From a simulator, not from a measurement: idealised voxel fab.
The following is a process module called voxel self aligned contacts.
Shown is cross-section cut, with a width of 250 nm and square cells of size 5 nm.
Heads up, the way a cross-section reads in here is a grid of square cells, handed over as bands from the top down, with every band being one or more rows of cells.
Band entry format. Leading values: height of top, height of bottom, nm. Remainder: materials in left-to-right order, each with its width in nm. Special words: "everywhere" on a single material, which then fills the band edge to edge; "blank", empty space.
Heights from 0 (as-received wafer is one material below). Bottom band endless downward, as "top 0, no bottom".
The width entry "30..40" should be interpreted row by row: the top row of cells in the band takes the first number, the bottom row takes the second number, and the change between adjacent rows is uniform throughout.
No cell of the cross-section changed in a step that is given as "remained unchanged".
Heads up: "Enclosed cavity list" only lists the empty pockets with no open path to the top that are 8 cells or more, and it writes them as width x height at distance, distance from the left edge, in nm.
If you see something after the settings on a step's line, that's the simulator's own remark about that step.
Among the settings permitted on a step's line is "overlay nm"; applied to a step with a mask, it specifies the extent to which the mask lay to the right of its planned position, whereas a negative figure signifies a position to the left.
**Set out below are the planned steps of the process**
1. RECEIVE, material Si
2. OXIDIZE, depth nm 5
3. DIRECTIONAL_DEP, material polySi, thk nm 20
4. DIRECTIONAL_DEP, material SiN, thk nm 15
5. MASKED_ETCH, tone cover, mask id GATE, width nm 25, pitch nm 60, etch materials SiN, depth nm 20, overlay nm 0
6. MASKED_ETCH, tone cover, mask id GATE, width nm 25, pitch nm 60, etch materials polySi, depth nm 20, overlay nm 0
7. CONFORMAL_DEP, material SiN, thk nm 10
8. DIRECTIONAL_ETCH, etch materials SiN, depth nm 10
9. FILL_DEP, material SiO2, thk nm 10
10. CMP, height nm 45
11. MASKED_ETCH, tone open, mask id CONTACT, width nm 45, pitch nm 60, etch materials SiO2, depth nm 50, overlay nm 0
12. CONFORMAL_DEP, material TiN, thk nm 5
13. FILL_DEP, material Ru, thk nm 10
14. CMP, height nm 45
15. CONFORMAL_DEP, material SiCN, thk nm 5
The wafers are alike at the start. At step 4, their thk nm differs. The plan lists the first wafer's value.
**The first of several wafers, as received after step 1, seen in section**
> top 0, no bottom: Si everywhere
> Enclosed cavity list: none
**End of the module, past its last step, step 15: how the first of several wafers looks in cross-section**
> top 50, bottom 45: SiCN everywhere
> top 45, bottom 35: SiO2 70 | TiN 5..20 | Ru 35..5 | TiN 5..20 | SiO2 15 | TiN 5..20 | Ru 35..5 | TiN 5..20 | SiO2 75
> top 35, bottom 20: SiO2 40 | SiN 45 | TiN 5 | Ru 5 | TiN 5 | SiN 45 | TiN 5 | Ru 5 | TiN 5 | SiN 45 | SiO2 45
> top 20, bottom 0: SiO2 40 | SiN 10 | polySi 25 | SiN 10 | TiN 5 | Ru 5 | TiN 5 | SiN 10 | polySi 25 | SiN 10 | TiN 5 | Ru 5 | TiN 5 | SiN 10 | polySi 25 | SiN 10 | SiO2 45
> top 0, bottom -5: SiO2 85 | TiN 15 | SiO2 45 | TiN 15 | SiO2 90
> top -5, no bottom: Si everywhere
> Enclosed cavity list: none
**End of module: cross-section, last of several wafers**
> top 50, bottom 45: SiCN everywhere
> top 45, bottom 40: SiO2 40 | SiN 45 | TiN 5 | Ru 5 | TiN 5 | SiN 45 | TiN 5 | Ru 5 | TiN 5 | SiN 45 | SiO2 45
> top 40, bottom 35: SiO2 40 | SiN 45 | TiN 15 | SiN 45 | TiN 15 | SiN 45 | SiO2 45
> top 35, bottom 20: SiN everywhere
> top 20, bottom 0: polySi everywhere
> top 0, bottom -5: SiO2 everywhere
> top -5, no bottom: Si everywhere
> Enclosed cavity list: none
**Take any row and you have a wafer at the end of the module: how many cells of each material it has gained (+) or lost (-) since it was received, and then its closed voids**
thk nm 15, +30 Ru, -50 Si, +50 SiCN, +129 SiN, +227 SiO2, +54 TiN, +60 polySi, Enclosed cavity list: none
thk nm 20, +18 Ru, -50 Si, +50 SiCN, +156 SiN, +212 SiO2, +54 TiN, +60 polySi, Enclosed cavity list: none
thk nm 25, +6 Ru, -50 Si, +50 SiCN, +158 SiN, +118 SiO2, +18 TiN, +200 polySi, Enclosed cavity list: none
thk nm 30, +4 Ru, -50 Si, +50 SiCN, +181 SiN, +101 SiO2, +14 TiN, +200 polySi, Enclosed cavity list: none
thk nm 35, +2 Ru, -50 Si, +50 SiCN, +204 SiN, +84 SiO2, +10 TiN, +200 polySi, Enclosed cavity list: none
